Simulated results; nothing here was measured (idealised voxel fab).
Process module, titled voxel local oxidation
cross-section cut | 260 nm wide | cells 5 nm
Cross-section = grid of square cells, listed top down in bands; band = one or more rows.
Heads up on the band format: heights come first, top then bottom, in nm. After that it's the materials left to right, each with its width in nm. A single material flagged "everywhere" fills the whole band edge to edge, and "blank" means there's empty space there.
The level at which height equals 0 is the one under which the wafer, as it arrives, is entirely one material. No lower edge exists for the bottom band, which continues downward and is notated as in "0 nm and below".
Think of "30->40" as a width that walks from the first number to the second as you go down the band, top row to bottom row, taking equal-sized steps from row to row.
The designation "nothing was modified", where it is given for a processing step, indicates that no cell of the cross-section was altered in the course of that step.
"Closed void entries" - sealed voids, min. 8 cells, no opening to top; format: width x height at distance (distance from left edge; nm throughout).
Step line, after settings: the simulator's comment on this step.
You can add "overlay nm" to a step's line. For a step with a mask, it describes how far the mask lay to the right of its planned position, and a negative number describes a lay to the left.
The steps planned for the process are as follows:
- 1: RECEIVE: material Si
- 2: OXIDIZE: depth nm 5
- 3: CONFORMAL_DEP: material SiN, thk nm 15
- 4: PATTERN: tone cover, mask id ACTIVE, material resist, width nm 100, pitch nm 125, thk nm 20, overlay nm 0
- 5: DIRECTIONAL_ETCH: etch materials SiN, depth nm 15
- 6: STRIP: etch materials resist
- 7: SELECTIVE_ETCH: etch materials SiO2, depth nm 5
- 8: OXIDIZE: depth nm 15
- 9: STRIP: etch materials SiN
First wafer, two in total, run as planned:
Cross-section: wafer on arrival = after step 1:
  0 nm and below: Si everywhere
  Closed void entries: none
The wafer in cross-section once step 2 is complete:
  0 nm to -5 nm: SiO2 everywhere
  Nothing below the height -5 has changed.
The wafer in cross-section once step 3 is complete:
  15 nm to 0 nm: SiN everywhere
  Nothing below the height 0 has changed.
The wafer in cross-section once step 4 is complete:
  35 nm to 15 nm: blank 15; resist 100; blank 25; resist 100; blank 20
  Nothing below the height 15 has changed.
The wafer in cross-section once step 5 is complete:
  35 nm to 15 nm: blank 15; resist 100; blank 25; resist 100; blank 20
  15 nm to 0 nm: blank 15; SiN 100; blank 25; SiN 100; blank 20
  Nothing below the height 0 has changed.
The wafer in cross-section once step 6 is complete:
  15 nm to 0 nm: blank 15; SiN 100; blank 25; SiN 100; blank 20
  Nothing below the height 0 has changed.
The wafer in cross-section once step 7 is complete:
  15 nm to 0 nm: blank 15; SiN 100; blank 25; SiN 100; blank 20
  0 nm to -5 nm: blank 20; SiO2 90; blank 35; SiO2 90; blank 25
  Nothing below the height -5 has changed.
The wafer in cross-section once step 8 is complete:
  15 nm to 0 nm: blank 15; SiN 100; blank 25; SiN 100; blank 20
  0 nm to -5 nm: blank 20; SiO2 90; blank 35; SiO2 90; blank 25
  -5 nm to -20 nm: SiO2 35; Si 60; SiO2 65; Si 60; SiO2 40
  Nothing below the height -20 has changed.
The wafer in cross-section once step 9 is complete:
  0 nm to -5 nm: blank 20; SiO2 90; blank 35; SiO2 90; blank 25
  Nothing below the height -5 has changed.
Wafer two. Identical start, identical plan. One mistake in execution. Identical history through step 3:
Cross-section of the second wafer when, according to plan, step 4 should have finished:
  35 nm to 15 nm: blank 20; resist 100; blank 25; resist 100; blank 15
  Nothing below the height 15 has changed.
Cross-section of the second wafer when, according to plan, step 5 should have finished:
  35 nm to 15 nm: blank 20; resist 100; blank 25; resist 100; blank 15
  15 nm to 0 nm: blank 20; SiN 100; blank 25; SiN 100; blank 15
  Nothing below the height 0 has changed.
Cross-section of the second wafer when, according to plan, step 6 should have finished:
  15 nm to 0 nm: blank 20; SiN 100; blank 25; SiN 100; blank 15
  Nothing below the height 0 has changed.
Cross-section of the second wafer when, according to plan, step 7 should have finished:
  15 nm to 0 nm: blank 20; SiN 100; blank 25; SiN 100; blank 15
  0 nm to -5 nm: blank 25; SiO2 90; blank 35; SiO2 90; blank 20
  Nothing below the height -5 has changed.
Cross-section of the second wafer when, according to plan, step 8 should have finished:
  15 nm to 0 nm: blank 20; SiN 100; blank 25; SiN 100; blank 15
  0 nm to -5 nm: blank 25; SiO2 90; blank 35; SiO2 90; blank 20
  -5 nm to -20 nm: SiO2 40; Si 60; SiO2 65; Si 60; SiO2 35
  Nothing below the height -20 has changed.
Cross-section of the second wafer when, according to plan, step 9 should have finished:
  0 nm to -5 nm: blank 25; SiO2 90; blank 35; SiO2 90; blank 20
  Nothing below the height -5 has changed.
Here's what went sideways: in deviation from the planned setting, step 4 was conducted as PATTERN: tone cover, mask id ACTIVE, material resist, width nm 100, pitch nm 125, thk nm 20, overlay nm 5
Final wafers compared: equal cell tally per material, rearranged layout.
